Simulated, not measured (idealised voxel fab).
Module name: voxel ribs on slabs (process module)
Cross-section cut spans 265 nm and uses square cells 5 nm in size.
This document writes a cross-section as a grid whose cells are square, and gives it as bands, listed from the top down; one or more rows of cells form a band.
Basically the band line says how high the top is and how high the bottom is, in nm, and then what's in it from left to right, every material with its width in nm. Empty space shows up as "air", and if a single material carries "edge to edge" it runs the full band edge to edge.
It should be noted that heights are counted from 0, beneath which the wafer as supplied is of one material throughout, and that the lowest band possesses no lower boundary but continues downward, as written in "0..down".
The two numbers in a width such as "30 to 40" mark its ends across the band: the first belongs to the top row of cells, the second to the bottom row, and from each row to the next the width moves by the same amount.
A step reported as "no modification" is a step in which no cell of the cross-section changed.
This entry, "Unvented cavities", enumerates those empty regions of no fewer than 8 cells that possess no open connection to the top. Each region is reported in the form width x height at distance, the distance being taken from the left edge, with all three quantities expressed in nm.
Whatever follows a step's settings on its line is a remark the simulator itself makes about that step.
overlay nm: step with mask; distance mask lay right of planned place; negative value = left of planned place.

### Process steps (planned)
1,RECEIVE, material Si
2,DIRECTIONAL_DEP, material SiO2, thk nm 20
3,DIRECTIONAL_DEP, material polySi, thk nm 15
4,PATTERN, tone cover, mask id RIB, material resist, width nm 30, thk nm 15, overlay nm 0
5,DIRECTIONAL_ETCH, etch materials polySi, depth nm 5
6,STRIP, etch materials resist
7,PATTERN, tone cover, mask id SLAB, material resist, width nm 80, thk nm 20, overlay nm 0
8,DIRECTIONAL_ETCH, etch materials polySi, depth nm 10
9,STRIP, etch materials resist
10,FILL_DEP, material SiO2, thk nm 20
11,CMP, height nm 50
12,DIRECTIONAL_DEP, material TiN, thk nm 5
13,DIRECTIONAL_DEP, material aC, thk nm 10
14,PATTERN, tone cover, mask id HEATER, material resist, width nm 40, thk nm 25, overlay nm 0
15,DIRECTIONAL_ETCH, etch materials aC, depth nm 10
16,STRIP, etch materials resist
17,DIRECTIONAL_ETCH, etch materials TiN, depth nm 5
18,STRIP, etch materials aC
19,CONFORMAL_DEP, material SiN, thk nm 5

### This is the cross-section of the wafer as we received it, i.e. after step 1
0..down = Si edge to edge
Unvented cavities: none

### Module complete, cross-section. Starting point and plan per above. One mistake made in running the module
60..55 = air: 105 / SiN: 50 / air: 110
55..50 = SiN: 110 / TiN: 40 / SiN: 115
50..30 = SiO2 edge to edge
30..20 = SiO2: 90 / polySi: 25 / SiO2: 30 / polySi: 25 / SiO2: 95
20..0 = SiO2 edge to edge
0..down = Si edge to edge
Unvented cavities: none
What went wrong in running the wafer? a sequencing error occurred in which plan steps 3 and 4 were transposed
